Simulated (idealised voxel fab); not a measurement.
The following is a process module called voxel capacitor over wiring.
The cross-section on display is named cut; it measures 155 nm wide, and its cells are 5 nm squares.
Cross-section format: a grid of square cells, given as bands from top to bottom; each band is one or more rows of cells.
Top height, bottom height, nm. Materials left to right, width each, nm. Single material + "all across" = fills band edge to edge. "blank" = empty.
Height datum 0, below which the as-received substrate wafer is one material. Lowest band open at the bottom, running downward: "0 and below".
Width "30->40": first value at the band's top row of cells, second value at its bottom row, equal change from row to row.
Reading "nothing got changed" for a step: not a cell of the cross-section changed in it.
Closed empty spaces (no open way to the top) of 8 cells or more are what "Completely enclosed voids" lists, each as width x height at distance from the left edge, nm for all three.
It should be noted that, on the line of a given step, the content following the step's settings is a remark produced by the simulator itself with respect to that step.
The setting "overlay nm" may be written on the line of a step. When the step uses a mask, the value reports how far to the right of the planned place the mask lay, and a negative value reports that it lay to the left.
Every pair from here on: before one process step, after it. The after cross-section reaches only to the lowest band that changed. Below the pair: the step in between and its settings. Pairs can belong to different runs of this module on the same starting wafer; a pair carries on from the pair above only if the entry headed "Before the process" says so.
[Before the process]
    0 and below | Si all across
    Completely enclosed voids: none
[As Processed]
    15 down to 0 | SiO2 all across
    Below a height of 0, the structure has not been altered.
    Completely enclosed voids: none
Step, before to after (see cross-sections above): op CONFORMAL_DEP | material SiO2 | thk nm 15
Before the process: the cross-section after the pair above
[As Processed]
    20 down to 15 | SiN all across
    Below a height of 15, the structure has not been altered.
    Completely enclosed voids: none
Step, before to after (see cross-sections above): op CONFORMAL_DEP | material SiN | thk nm 5
Before the process: the cross-section after the pair above
[As Processed]
    45 down to 20 | SiO2 all across
    Below a height of 20, the structure has not been altered.
    Completely enclosed voids: none
Step, before to after (see cross-sections above): op DIRECTIONAL_DEP | material SiO2 | thk nm 25
Before the process: the cross-section after the pair above
[As Processed]
    60 down to 45 | aC all across
    Below a height of 45, the structure has not been altered.
    Completely enclosed voids: none
Step, before to after (see cross-sections above): op DIRECTIONAL_DEP | material aC | thk nm 15
Before the process: the cross-section after the pair above
[As Processed]
    95 down to 60 | 20 nm resist; 30 nm blank; 50 nm resist; 30 nm blank; 25 nm resist
    Below a height of 60, the structure has not been altered.
    Completely enclosed voids: none
Step, before to after (see cross-sections above): op PATTERN | tone open | mask id METAL_1 | material resist | width nm 30 | pitch nm 80 | thk nm 35 | overlay nm 0
Before the process: the cross-section after the pair above
[As Processed]
    80 down to 60 | 20 nm resist; 30 nm blank; 50 nm resist; 30 nm blank; 25 nm resist
    60 down to 45 | 20 nm aC; 30 nm blank; 50 nm aC; 30 nm blank; 25 nm aC
    Below a height of 45, the structure has not been altered.
    Completely enclosed voids: none
Step, before to after (see cross-sections above): op DIRECTIONAL_ETCH | etch materials aC | depth nm 15
Before the process: the cross-section after the pair above
[As Processed]
    60 down to 45 | 20 nm aC; 30 nm blank; 50 nm aC; 30 nm blank; 25 nm aC
    Below a height of 45, the structure has not been altered.
    Completely enclosed voids: none
Step, before to after (see cross-sections above): op STRIP | etch materials resist
Before the process: the cross-section after the pair above
[As Processed]
    60 down to 45 | 20 nm aC; 30 nm blank; 50 nm aC; 30 nm blank; 25 nm aC
    45 down to 20 | 20 nm SiO2; 30 nm blank; 50 nm SiO2; 30 nm blank; 25 nm SiO2
    Below a height of 20, the structure has not been altered.
    Completely enclosed voids: none
Step, before to after (see cross-sections above): op DIRECTIONAL_ETCH | etch materials SiO2 | depth nm 25
Before the process: the cross-section after the pair above
[As Processed]
    60 down to 45 | 20 nm aC; 30 nm blank; 50 nm aC; 30 nm blank; 25 nm aC
    45 down to 20 | 20 nm SiO2; 30 nm blank; 50 nm SiO2; 30 nm blank; 25 nm SiO2
    20 down to 15 | 20 nm SiN; 30 nm blank; 50 nm SiN; 30 nm blank; 25 nm SiN
    Below a height of 15, the structure has not been altered.
    Completely enclosed voids: none
Step, before to after (see cross-sections above): op DIRECTIONAL_ETCH | etch materials SiN | depth nm 5
Before the process: the cross-section after the pair above
[As Processed]
    45 down to 20 | 20 nm SiO2; 30 nm blank; 50 nm SiO2; 30 nm blank; 25 nm SiO2
    Below a height of 20, the structure has not been altered.
    Completely enclosed voids: none
Step, before to after (see cross-sections above): op STRIP | etch materials aC
Before the process: the cross-section after the pair above
[As Processed]
    50 down to 45 | 25 nm TiN; 20 nm blank; 60 nm TiN; 20 nm blank; 30 nm TiN
    45 down to 20 | 20 nm SiO2; 5 nm TiN; 20 nm blank; 5 nm TiN; 50 nm SiO2; 5 nm TiN; 20 nm blank; 5 nm TiN; 25 nm SiO2
    20 down to 15 | 20 nm SiN; 30 nm TiN; 50 nm SiN; 30 nm TiN; 25 nm SiN
    Below a height of 15, the structure has not been altered.
    Completely enclosed voids: none
Step, before to after (see cross-sections above): op CONFORMAL_DEP | material TiN | thk nm 5
Before the process: the cross-section after the pair above
[As Processed]
    55 down to 50 | Ru all across
    50 down to 45 | 25 nm TiN; 20 nm Ru; 60 nm TiN; 20 nm Ru; 30 nm TiN
    45 down to 20 | 20 nm SiO2; 5 nm TiN; 20 nm Ru; 5 nm TiN; 50 nm SiO2; 5 nm TiN; 20 nm Ru; 5 nm TiN; 25 nm SiO2
    Below a height of 20, the structure has not been altered.
    Completely enclosed voids: none
Step, before to after (see cross-sections above): op FILL_DEP | material Ru | thk nm 5
Before the process: the cross-section after the pair above
[As Processed]
    45 down to 20 | 20 nm SiO2; 5 nm TiN; 20 nm Ru; 5 nm TiN; 50 nm SiO2; 5 nm TiN; 20 nm Ru; 5 nm TiN; 25 nm SiO2
    Below a height of 20, the structure has not been altered.
    Completely enclosed voids: none
Step, before to after (see cross-sections above): op CMP | height nm 45
Before the process: the cross-section after the pair above
[As Processed]
    50 down to 45 | SiCN all across
    Below a height of 45, the structure has not been altered.
    Completely enclosed voids: none
Step, before to after (see cross-sections above): op CONFORMAL_DEP | material SiCN | thk nm 5
Before the process: the cross-section after the pair above
[As Processed]
    65 down to 50 | lowk all across
    Below a height of 50, the structure has not been altered.
    Completely enclosed voids: none
Step, before to after (see cross-sections above): op DIRECTIONAL_DEP | material lowk | thk nm 15
Before the process: the cross-section after the pair above
[As Processed]
    65 down to 50 | 35 nm lowk; 15 nm blank; 105 nm lowk
    Below a height of 50, the structure has not been altered.
    Completely enclosed voids: none
Step, before to after (see cross-sections above): op MASKED_ETCH | tone open | mask id PLUG_1 | width nm 15 | etch materials lowk | depth nm 15 | overlay nm 0
Before the process: the cross-section after the pair above
[As Processed]
    65 down to 50 | 35 nm lowk; 15 nm blank; 105 nm lowk
    50 down to 45 | 35 nm SiCN; 15 nm blank; 105 nm SiCN
    Below a height of 45, the structure has not been altered.
    Completely enclosed voids: none
Step, before to after (see cross-sections above): op MASKED_ETCH | tone open | mask id PLUG_1 | width nm 15 | etch materials SiCN | depth nm 5 | overlay nm 0
Before the process: the cross-section after the pair above
[As Processed]
    65 down to 55 | 35 nm lowk; 15 nm blank; 105 nm lowk
    55 down to 50 | 35 nm lowk; 15 nm Ru; 105 nm lowk
    50 down to 45 | 35 nm SiCN; 15 nm Ru; 105 nm SiCN
    Below a height of 45, the structure has not been altered.
    Completely enclosed voids: none
Step, before to after (see cross-sections above): op EPI | material Ru | thk nm 10
Before the process: the cross-section after the pair above
[As Processed]
    65 down to 50 | 35 nm lowk; 15 nm Ru; 105 nm lowk
    Below a height of 50, the structure has not been altered.
    Completely enclosed voids: none
Step, before to after (see cross-sections above): op EPI | material Ru | thk nm 10
Before the process: the cross-section after the pair above
[As Processed]
    75 down to 65 | TiN all across
    Below a height of 65, the structure has not been altered.
    Completely enclosed voids: none
Step, before to after (see cross-sections above): op DIRECTIONAL_DEP | material TiN | thk nm 10
Before the process: the cross-section after the pair above
[As Processed]
    80 down to 75 | HfO2 all across
    Below a height of 75, the structure has not been altered.
    Completely enclosed voids: none
Step, before to after (see cross-sections above): op DIRECTIONAL_DEP | material HfO2 | thk nm 5
Before the process: the cross-section after the pair above
[As Processed]
    90 down to 80 | TiN all across
    Below a height of 80, the structure has not been altered.
    Completely enclosed voids: none
Step, before to after (see cross-sections above): op DIRECTIONAL_DEP | material TiN | thk nm 10
Before the process: the cross-section after the pair above
[As Processed]
    105 down to 90 | aC all across
    Below a height of 90, the structure has not been altered.
    Completely enclosed voids: none
Step, before to after (see cross-sections above): op DIRECTIONAL_DEP | material aC | thk nm 15
Before the process: the cross-section after the pair above
[As Processed]
    135 down to 105 | 35 nm blank; 55 nm resist; 65 nm blank
    Below a height of 105, the structure has not been altered.
    Completely enclosed voids: none
Step, before to after (see cross-sections above): op PATTERN | tone cover | mask id UPPER_PLATE | material resist | width nm 55 | thk nm 30 | overlay nm 0
Before the process: the cross-section after the pair above
[As Processed]
    120 down to 105 | 35 nm blank; 55 nm resist; 65 nm blank
    105 down to 90 | 35 nm blank; 55 nm aC; 65 nm blank
    Below a height of 90, the structure has not been altered.
    Completely enclosed voids: none
Step, before to after (see cross-sections above): op DIRECTIONAL_ETCH | etch materials aC | depth nm 15
Before the process: the cross-section after the pair above
[As Processed]
    105 down to 90 | 35 nm blank; 55 nm aC; 65 nm blank
    Below a height of 90, the structure has not been altered.
    Completely enclosed voids: none
Step, before to after (see cross-sections above): op STRIP | etch materials resist
Before the process: the cross-section after the pair above
[As Processed]
    105 down to 90 | 35 nm blank; 55 nm aC; 65 nm blank
    90 down to 80 | 35 nm blank; 55 nm TiN; 65 nm blank
    Below a height of 80, the structure has not been altered.
    Completely enclosed voids: none
Step, before to after (see cross-sections above): op DIRECTIONAL_ETCH | etch materials TiN | depth nm 10
Before the process: the cross-section after the pair above
[As Processed]
    105 down to 90 | 35 nm blank; 55 nm aC; 65 nm blank
    90 down to 80 | 35 nm blank; 55 nm TiN; 65 nm blank
    80 down to 75 | 35 nm blank; 55 nm HfO2; 65 nm blank
    Below a height of 75, the structure has not been altered.
    Completely enclosed voids: none
Step, before to after (see cross-sections above): op DIRECTIONAL_ETCH | etch materials HfO2 | depth nm 5
Before the process: the cross-section after the pair above
[As Processed]
    90 down to 80 | 35 nm blank; 55 nm TiN; 65 nm blank
    Below a height of 80, the structure has not been altered.
    Completely enclosed voids: none
Step, before to after (see cross-sections above): op STRIP | etch materials aC
Before the process: the cross-section after the pair above
[As Processed]
    100 down to 90 | 35 nm blank; 55 nm aC; 65 nm blank
    90 down to 85 | 35 nm blank; 55 nm TiN; 65 nm blank
    85 down to 80 | 35 nm aC; 55 nm TiN; 65 nm aC
    80 down to 75 | 35 nm aC; 55 nm HfO2; 65 nm aC
    Below a height of 75, the structure has not been altered.
    Completely enclosed voids: none
Step, before to after (see cross-sections above): op DIRECTIONAL_DEP | material aC | thk nm 10
Before the process: the cross-section after the pair above
[As Processed]
    130 down to 100 | 30 nm blank; 65 nm resist; 60 nm blank
    100 down to 90 | 30 nm blank; 5 nm resist; 55 nm aC; 5 nm resist; 60 nm blank
    90 down to 85 | 30 nm blank; 5 nm resist; 55 nm TiN; 5 nm resist; 60 nm blank
    Below a height of 85, the structure has not been altered.
    Completely enclosed voids: none
Step, before to after (see cross-sections above): op PATTERN | tone cover | mask id LOWER_PLATE | material resist | width nm 65 | thk nm 30 | overlay nm 0
Before the process: the cross-section after the pair above
[As Processed]
    120 down to 100 | 30 nm blank; 65 nm resist; 60 nm blank
    100 down to 90 | 30 nm blank; 5 nm resist; 55 nm aC; 5 nm resist; 60 nm blank
    90 down to 85 | 30 nm blank; 5 nm resist; 55 nm TiN; 5 nm resist; 60 nm blank
    85 down to 80 | 30 nm blank; 5 nm aC; 55 nm TiN; 5 nm aC; 60 nm blank
    80 down to 75 | 30 nm blank; 5 nm aC; 55 nm HfO2; 5 nm aC; 60 nm blank
    Below a height of 75, the structure has not been altered.
    Completely enclosed voids: none
Step, before to after (see cross-sections above): op DIRECTIONAL_ETCH | etch materials aC | depth nm 10
Before the process: the cross-section after the pair above
[As Processed]
    100 down to 90 | 35 nm blank; 55 nm aC; 65 nm blank
    90 down to 85 | 35 nm blank; 55 nm TiN; 65 nm blank
    Below a height of 85, the structure has not been altered.
    Completely enclosed voids: none
Step, before to after (see cross-sections above): op STRIP | etch materials resist
Before the process: the cross-section after the pair above
[As Processed]
    100 down to 90 | 35 nm blank; 55 nm aC; 65 nm blank
    90 down to 85 | 35 nm blank; 55 nm TiN; 65 nm blank
    85 down to 80 | 30 nm blank; 5 nm aC; 55 nm TiN; 5 nm aC; 60 nm blank
    80 down to 75 | 30 nm blank; 5 nm aC; 55 nm HfO2; 5 nm aC; 60 nm blank
    75 down to 65 | 30 nm blank; 65 nm TiN; 60 nm blank
    Below a height of 65, the structure has not been altered.
    Completely enclosed voids: none
Step, before to after (see cross-sections above): op DIRECTIONAL_ETCH | etch materials TiN | depth nm 10
Before the process: the cross-section after the pair above
[As Processed]
    90 down to 80 | 35 nm blank; 55 nm TiN; 65 nm blank
    80 down to 75 | 35 nm blank; 55 nm HfO2; 65 nm blank
    Below a height of 75, the structure has not been altered.
    Completely enclosed voids: none
Step, before to after (see cross-sections above): op STRIP | etch materials aC
Before the process: the cross-section after the pair above
[As Processed]
    110 down to 90 | SiO2 all across
    90 down to 80 | 35 nm SiO2; 55 nm TiN; 65 nm SiO2
    80 down to 75 | 35 nm SiO2; 55 nm HfO2; 65 nm SiO2
    75 down to 65 | 30 nm SiO2; 65 nm TiN; 60 nm SiO2
    Below a height of 65, the structure has not been altered.
    Completely enclosed voids: none
Step, before to after (see cross-sections above): op FILL_DEP | material SiO2 | thk nm 20
Before the process: the cross-section after the pair above
[As Processed]
    105 down to 90 | SiO2 all across
    Below a height of 90, the structure has not been altered.
    Completely enclosed voids: none
Step, before to after (see cross-sections above): op CMP | height nm 105
Before the process: the cross-section after the pair above
[As Processed]
    105 down to 90 | 45 nm SiO2; 15 nm blank; 95 nm SiO2
    Below a height of 90, the structure has not been altered.
    Completely enclosed voids: none
Step, before to after (see cross-sections above): op MASKED_ETCH | tone open | mask id PLUG_2 | width nm 15 | etch materials SiO2 | depth nm 15 | overlay nm 0
Before the process: the cross-section after the pair above
[As Processed]
    110 down to 105 | 50 nm TiN; 5 nm blank; 100 nm TiN
    105 down to 95 | 45 nm SiO2; 5 nm TiN; 5 nm blank; 5 nm TiN; 95 nm SiO2
    95 down to 90 | 45 nm SiO2; 15 nm TiN; 95 nm SiO2
    Below a height of 90, the structure has not been altered.
    Completely enclosed voids: none
Step, before to after (see cross-sections above): op CONFORMAL_DEP | material TiN | thk nm 5
Before the process: the cross-section after the pair above
[As Processed]
    120 down to 110 | Ru all across
    110 down to 105 | 50 nm TiN; 5 nm Ru; 100 nm TiN
    105 down to 95 | 45 nm SiO2; 5 nm TiN; 5 nm Ru; 5 nm TiN; 95 nm SiO2
    Below a height of 95, the structure has not been altered.
    Completely enclosed voids: none
Step, before to after (see cross-sections above): op FILL_DEP | material Ru | thk nm 10
Before the process: the cross-section after the pair above
[As Processed]
    105 down to 95 | 45 nm SiO2; 5 nm TiN; 5 nm Ru; 5 nm TiN; 95 nm SiO2
    Below a height of 95, the structure has not been altered.
    Completely enclosed voids: none
Step, before to after (see cross-sections above): op CMP | height nm 105
Before the process: the cross-section after the pair above
[As Processed]
    110 down to 105 | SiCN all across
    Below a height of 105, the structure has not been altered.
    Completely enclosed voids: none
Step, before to after (see cross-sections above): op CONFORMAL_DEP | material SiCN | thk nm 5
[Before the process]
    50 down to 45 | SiCN all across
    45 down to 20 | 20 nm SiO2; 5 nm TiN; 20 nm Ru; 5 nm TiN; 50 nm SiO2; 5 nm TiN; 20 nm Ru; 5 nm TiN; 25 nm SiO2
    20 down to 15 | 20 nm SiN; 30 nm TiN; 50 nm SiN; 30 nm TiN; 25 nm SiN
    15 down to 0 | SiO2 all across
    0 and below | Si all across
    Completely enclosed voids: none
[As Processed]
    50 down to 45 | 35 nm SiCN; 15 nm blank; 105 nm SiCN
    Below a height of 45, the structure has not been altered.
    Completely enclosed voids: none
Step, before to after (see cross-sections above): op MASKED_ETCH | tone open | mask id PLUG_1 | width nm 15 | etch materials SiCN | depth nm 5 | overlay nm 0
Before the process: the cross-section after the pair above
[As Processed]
    55 down to 50 | 30 nm blank; 25 nm Ru; 100 nm blank
    50 down to 45 | 35 nm SiCN; 15 nm Ru; 105 nm SiCN
    Below a height of 45, the structure has not been altered.
    Completely enclosed voids: none
Step, before to after (see cross-sections above): op EPI | material Ru | thk nm 10
Before the process: the cross-section after the pair above
[As Processed]
    65 down to 50 | 20 nm blank; 45 nm Ru; 90 nm blank
    Below a height of 50, the structure has not been altered.
    Completely enclosed voids: none
Step, before to after (see cross-sections above): op EPI | material Ru | thk nm 10
Before the process: the cross-section after the pair above
[As Processed]
    75 down to 65 | 20 nm blank; 45 nm TiN; 90 nm blank
    65 down to 60 | 20 nm blank; 45 nm Ru; 90 nm blank
    60 down to 50 | 20 nm TiN; 45 nm Ru; 90 nm TiN
    Below a height of 50, the structure has not been altered.
    Completely enclosed voids: none
Step, before to after (see cross-sections above): op DIRECTIONAL_DEP | material TiN | thk nm 10
Before the process: the cross-section after the pair above
[As Processed]
    80 down to 75 | 20 nm blank; 45 nm HfO2; 90 nm blank
    75 down to 65 | 20 nm blank; 45 nm TiN; 90 nm blank
    65 down to 60 | 20 nm HfO2; 45 nm Ru; 90 nm HfO2
    Below a height of 60, the structure has not been altered.
    Completely enclosed voids: none
Step, before to after (see cross-sections above): op DIRECTIONAL_DEP | material HfO2 | thk nm 5
Before the process: the cross-section after the pair above
[As Processed]
    90 down to 80 | 20 nm blank; 45 nm TiN; 90 nm blank
    80 down to 75 | 20 nm blank; 45 nm HfO2; 90 nm blank
    75 down to 65 | TiN all across
    Below a height of 65, the structure has not been altered.
    Completely enclosed voids: none
Step, before to after (see cross-sections above): op DIRECTIONAL_DEP | material TiN | thk nm 10
Before the process: the cross-section after the pair above
[As Processed]
    105 down to 90 | 20 nm blank; 45 nm aC; 90 nm blank
    90 down to 80 | 20 nm aC; 45 nm TiN; 90 nm aC
    80 down to 75 | 20 nm aC; 45 nm HfO2; 90 nm aC
    Below a height of 75, the structure has not been altered.
    Completely enclosed voids: none
Step, before to after (see cross-sections above): op DIRECTIONAL_DEP | material aC | thk nm 15
Before the process: the cross-section after the pair above
[As Processed]
    135 down to 105 | 35 nm blank; 55 nm resist; 65 nm blank
    105 down to 90 | 20 nm blank; 45 nm aC; 25 nm resist; 65 nm blank
    Below a height of 90, the structure has not been altered.
    Completely enclosed voids: none
Step, before to after (see cross-sections above): op PATTERN | tone cover | mask id UPPER_PLATE | material resist | width nm 55 | thk nm 30 | overlay nm 0
Before the process: the cross-section after the pair above
[As Processed]
    120 down to 105 | 35 nm blank; 55 nm resist; 65 nm blank
    105 down to 90 | 35 nm blank; 30 nm aC; 25 nm resist; 65 nm blank
    90 down to 80 | 20 nm blank; 45 nm TiN; 25 nm aC; 65 nm blank
    80 down to 75 | 20 nm blank; 45 nm HfO2; 25 nm aC; 65 nm blank
    Below a height of 75, the structure has not been altered.
    Completely enclosed voids: none
Step, before to after (see cross-sections above): op DIRECTIONAL_ETCH | etch materials aC | depth nm 15
Before the process: the cross-section after the pair above
[As Processed]
    105 down to 90 | 35 nm blank; 30 nm aC; 90 nm blank
    Below a height of 90, the structure has not been altered.
    Completely enclosed voids: none
Step, before to after (see cross-sections above): op STRIP | etch materials resist
Before the process: the cross-section after the pair above
[As Processed]
    105 down to 90 | 35 nm blank; 30 nm aC; 90 nm blank
    90 down to 80 | 35 nm blank; 30 nm TiN; 25 nm aC; 65 nm blank
    80 down to 75 | 20 nm blank; 45 nm HfO2; 25 nm aC; 65 nm blank
    75 down to 65 | 20 nm blank; 70 nm TiN; 65 nm blank
    Below a height of 65, the structure has not been altered.
    Completely enclosed voids: none
Step, before to after (see cross-sections above): op DIRECTIONAL_ETCH | etch materials TiN | depth nm 10
Before the process: the cross-section after the pair above
[As Processed]
    105 down to 90 | 35 nm blank; 30 nm aC; 90 nm blank
    90 down to 80 | 35 nm blank; 30 nm TiN; 25 nm aC; 65 nm blank
    80 down to 75 | 35 nm blank; 30 nm HfO2; 25 nm aC; 65 nm blank
    75 down to 65 | 20 nm blank; 70 nm TiN; 65 nm blank
    65 down to 60 | 20 nm blank; 45 nm Ru; 25 nm HfO2; 65 nm blank
    Below a height of 60, the structure has not been altered.
    Completely enclosed voids: none
Step, before to after (see cross-sections above): op DIRECTIONAL_ETCH | etch materials HfO2 | depth nm 5
Before the process: the cross-section after the pair above
[As Processed]
    90 down to 80 | 35 nm blank; 30 nm TiN; 90 nm blank
    80 down to 75 | 35 nm blank; 30 nm HfO2; 90 nm blank
    Below a height of 75, the structure has not been altered.
    Completely enclosed voids: none
Step, before to after (see cross-sections above): op STRIP | etch materials aC
Before the process: the cross-section after the pair above
[As Processed]
    100 down to 90 | 35 nm blank; 30 nm aC; 90 nm blank
    90 down to 85 | 35 nm blank; 30 nm TiN; 90 nm blank
    85 down to 80 | 20 nm blank; 15 nm aC; 30 nm TiN; 25 nm aC; 65 nm blank
    80 down to 75 | 20 nm blank; 15 nm aC; 30 nm HfO2; 25 nm aC; 65 nm blank
    75 down to 70 | 20 nm blank; 70 nm TiN; 65 nm blank
    70 down to 65 | 20 nm aC; 70 nm TiN; 65 nm aC
    65 down to 60 | 20 nm aC; 45 nm Ru; 25 nm HfO2; 65 nm aC
    Below a height of 60, the structure has not been altered.
    Completely enclosed voids: none
Step, before to after (see cross-sections above): op DIRECTIONAL_DEP | material aC | thk nm 10
Before the process: the cross-section after the pair above
[As Processed]
    130 down to 100 | 30 nm blank; 65 nm resist; 60 nm blank
    100 down to 90 | 30 nm blank; 5 nm resist; 30 nm aC; 30 nm resist; 60 nm blank
    90 down to 85 | 30 nm blank; 5 nm resist; 30 nm TiN; 30 nm resist; 60 nm blank
    85 down to 80 | 20 nm blank; 15 nm aC; 30 nm TiN; 25 nm aC; 5 nm resist; 60 nm blank
    80 down to 75 | 20 nm blank; 15 nm aC; 30 nm HfO2; 25 nm aC; 5 nm resist; 60 nm blank
    75 down to 70 | 20 nm blank; 70 nm TiN; 5 nm resist; 60 nm blank
    Below a height of 70, the structure has not been altered.
    Completely enclosed voids: none
Step, before to after (see cross-sections above): op PATTERN | tone cover | mask id LOWER_PLATE | material resist | width nm 65 | thk nm 30 | overlay nm 0
Before the process: the cross-section after the pair above
[As Processed]
    120 down to 100 | 30 nm blank; 65 nm resist; 60 nm blank
    100 down to 90 | 30 nm blank; 5 nm resist; 30 nm aC; 30 nm resist; 60 nm blank
    90 down to 85 | 30 nm blank; 5 nm resist; 30 nm TiN; 30 nm resist; 60 nm blank
    85 down to 80 | 30 nm blank; 5 nm aC; 30 nm TiN; 25 nm aC; 5 nm resist; 60 nm blank
    80 down to 75 | 30 nm blank; 5 nm aC; 30 nm HfO2; 25 nm aC; 5 nm resist; 60 nm blank
    75 down to 70 | 20 nm blank; 70 nm TiN; 5 nm resist; 60 nm blank
    70 down to 65 | 20 nm blank; 70 nm TiN; 5 nm aC; 60 nm blank
    65 down to 60 | 20 nm blank; 45 nm Ru; 25 nm HfO2; 5 nm aC; 60 nm blank
    Below a height of 60, the structure has not been altered.
    Completely enclosed voids: none
Step, before to after (see cross-sections above): op DIRECTIONAL_ETCH | etch materials aC | depth nm 10
Before the process: the cross-section after the pair above
[As Processed]
    100 down to 90 | 35 nm blank; 30 nm aC; 90 nm blank
    90 down to 85 | 35 nm blank; 30 nm TiN; 90 nm blank
    85 down to 80 | 30 nm blank; 5 nm aC; 30 nm TiN; 25 nm aC; 65 nm blank
    80 down to 75 | 30 nm blank; 5 nm aC; 30 nm HfO2; 25 nm aC; 65 nm blank
    75 down to 70 | 20 nm blank; 70 nm TiN; 65 nm blank
    Below a height of 70, the structure has not been altered.
    Completely enclosed voids: none
Step, before to after (see cross-sections above): op STRIP | etch materials resist
Before the process: the cross-section after the pair above
[As Processed]
    100 down to 90 | 35 nm blank; 30 nm aC; 90 nm blank
    90 down to 85 | 35 nm blank; 30 nm TiN; 90 nm blank
    85 down to 80 | 30 nm blank; 5 nm aC; 30 nm TiN; 25 nm aC; 65 nm blank
    80 down to 75 | 30 nm blank; 5 nm aC; 30 nm HfO2; 25 nm aC; 65 nm blank
    75 down to 70 | 30 nm blank; 60 nm TiN; 65 nm blank
    70 down to 65 | 30 nm blank; 60 nm TiN; 5 nm aC; 60 nm blank
    65 down to 60 | 20 nm blank; 45 nm Ru; 25 nm HfO2; 5 nm aC; 60 nm blank
    60 down to 50 | 20 nm blank; 45 nm Ru; 30 nm TiN; 60 nm blank
    Below a height of 50, the structure has not been altered.
    Completely enclosed voids: none
Step, before to after (see cross-sections above): op DIRECTIONAL_ETCH | etch materials TiN | depth nm 10
Before the process: the cross-section after the pair above
[As Processed]
    90 down to 80 | 35 nm blank; 30 nm TiN; 90 nm blank
    80 down to 75 | 35 nm blank; 30 nm HfO2; 90 nm blank
    75 down to 65 | 30 nm blank; 60 nm TiN; 65 nm blank
    65 down to 60 | 20 nm blank; 45 nm Ru; 25 nm HfO2; 65 nm blank
    Below a height of 60, the structure has not been altered.
    Completely enclosed voids: none
Step, before to after (see cross-sections above): op STRIP | etch materials aC
Before the process: the cross-section after the pair above
[As Processed]
    110 down to 90 | SiO2 all across
    90 down to 80 | 35 nm SiO2; 30 nm TiN; 90 nm SiO2
    80 down to 75 | 35 nm SiO2; 30 nm HfO2; 90 nm SiO2
    75 down to 65 | 30 nm SiO2; 60 nm TiN; 65 nm SiO2
    65 down to 60 | 20 nm SiO2; 45 nm Ru; 25 nm HfO2; 65 nm SiO2
    60 down to 50 | 20 nm SiO2; 45 nm Ru; 30 nm TiN; 60 nm SiO2
    Below a height of 50, the structure has not been altered.
    Completely enclosed voids: none
Step, before to after (see cross-sections above): op FILL_DEP | material SiO2 | thk nm 20
Before the process: the cross-section after the pair above
[As Processed]
    105 down to 90 | SiO2 all across
    Below a height of 90, the structure has not been altered.
    Completely enclosed voids: none
Step, before to after (see cross-sections above): op CMP | height nm 105
Before the process: the cross-section after the pair above
[As Processed]
    105 down to 90 | 45 nm SiO2; 15 nm blank; 95 nm SiO2
    Below a height of 90, the structure has not been altered.
    Completely enclosed voids: none
Step, before to after (see cross-sections above): op MASKED_ETCH | tone open | mask id PLUG_2 | width nm 15 | etch materials SiO2 | depth nm 15 | overlay nm 0
Before the process: the cross-section after the pair above
[As Processed]
    110 down to 105 | 50 nm TiN; 5 nm blank; 100 nm TiN
    105 down to 95 | 45 nm SiO2; 5 nm TiN; 5 nm blank; 5 nm TiN; 95 nm SiO2
    95 down to 90 | 45 nm SiO2; 15 nm TiN; 95 nm SiO2
    Below a height of 90, the structure has not been altered.
    Completely enclosed voids: none
Step, before to after (see cross-sections above): op CONFORMAL_DEP | material TiN | thk nm 5
Before the process: the cross-section after the pair above
[As Processed]
    120 down to 110 | Ru all across
    110 down to 105 | 50 nm TiN; 5 nm Ru; 100 nm TiN
    105 down to 95 | 45 nm SiO2; 5 nm TiN; 5 nm Ru; 5 nm TiN; 95 nm SiO2
    Below a height of 95, the structure has not been altered.
    Completely enclosed voids: none
Step, before to after (see cross-sections above): op FILL_DEP | material Ru | thk nm 10
Before the process: the cross-section after the pair above
[As Processed]
    105 down to 95 | 45 nm SiO2; 5 nm TiN; 5 nm Ru; 5 nm TiN; 95 nm SiO2
    Below a height of 95, the structure has not been altered.
    Completely enclosed voids: none
Step, before to after (see cross-sections above): op CMP | height nm 105
Before the process: the cross-section after the pair above
[As Processed]
    110 down to 105 | SiCN all across
    Below a height of 105, the structure has not been altered.
    Completely enclosed voids: none
Step, before to after (see cross-sections above): op CONFORMAL_DEP | material SiCN | thk nm 5
[Before the process]
    15 down to 0 | SiO2 all across
    0 and below | Si all across
    Completely enclosed voids: none
[As Processed]
    30 down to 0 | SiO2 all across
    Below a height of 0, the structure has not been altered.
    Completely enclosed voids: none
Step, before to after (see cross-sections above): op CONFORMAL_DEP | material SiO2 | thk nm 15
Before the process: the cross-section after the pair above
[As Processed]
    35 down to 30 | SiN all across
    Below a height of 30, the structure has not been altered.
    Completely enclosed voids: none
Step, before to after (see cross-sections above): op CONFORMAL_DEP | material SiN | thk nm 5
Before the process: the cross-section after the pair above
[As Processed]
    60 down to 35 | SiO2 all across
    Below a height of 35, the structure has not been altered.
    Completely enclosed voids: none
Step, before to after (see cross-sections above): op DIRECTIONAL_DEP | material SiO2 | thk nm 25
Before the process: the cross-section after the pair above
[As Processed]
    75 down to 60 | aC all across
    Below a height of 60, the structure has not been altered.
    Completely enclosed voids: none
Step, before to after (see cross-sections above): op DIRECTIONAL_DEP | material aC | thk nm 15
Before the process: the cross-section after the pair above
[As Processed]
    110 down to 75 | 20 nm resist; 30 nm blank; 50 nm resist; 30 nm blank; 25 nm resist
    Below a height of 75, the structure has not been altered.
    Completely enclosed voids: none
Step, before to after (see cross-sections above): op PATTERN | tone open | mask id METAL_1 | material resist | width nm 30 | pitch nm 80 | thk nm 35 | overlay nm 0
Before the process: the cross-section after the pair above
[As Processed]
    95 down to 75 | 20 nm resist; 30 nm blank; 50 nm resist; 30 nm blank; 25 nm resist
    75 down to 60 | 20 nm aC; 30 nm blank; 50 nm aC; 30 nm blank; 25 nm aC
    Below a height of 60, the structure has not been altered.
    Completely enclosed voids: none
Step, before to after (see cross-sections above): op DIRECTIONAL_ETCH | etch materials aC | depth nm 15
Before the process: the cross-section after the pair above
[As Processed]
    75 down to 60 | 20 nm aC; 30 nm blank; 50 nm aC; 30 nm blank; 25 nm aC
    Below a height of 60, the structure has not been altered.
    Completely enclosed voids: none
Step, before to after (see cross-sections above): op STRIP | etch materials resist
Before the process: the cross-section after the pair above
[As Processed]
    75 down to 60 | 20 nm aC; 30 nm blank; 50 nm aC; 30 nm blank; 25 nm aC
    60 down to 35 | 20 nm SiO2; 30 nm blank; 50 nm SiO2; 30 nm blank; 25 nm SiO2
    Below a height of 35, the structure has not been altered.
    Completely enclosed voids: none
Step, before to after (see cross-sections above): op DIRECTIONAL_ETCH | etch materials SiO2 | depth nm 25
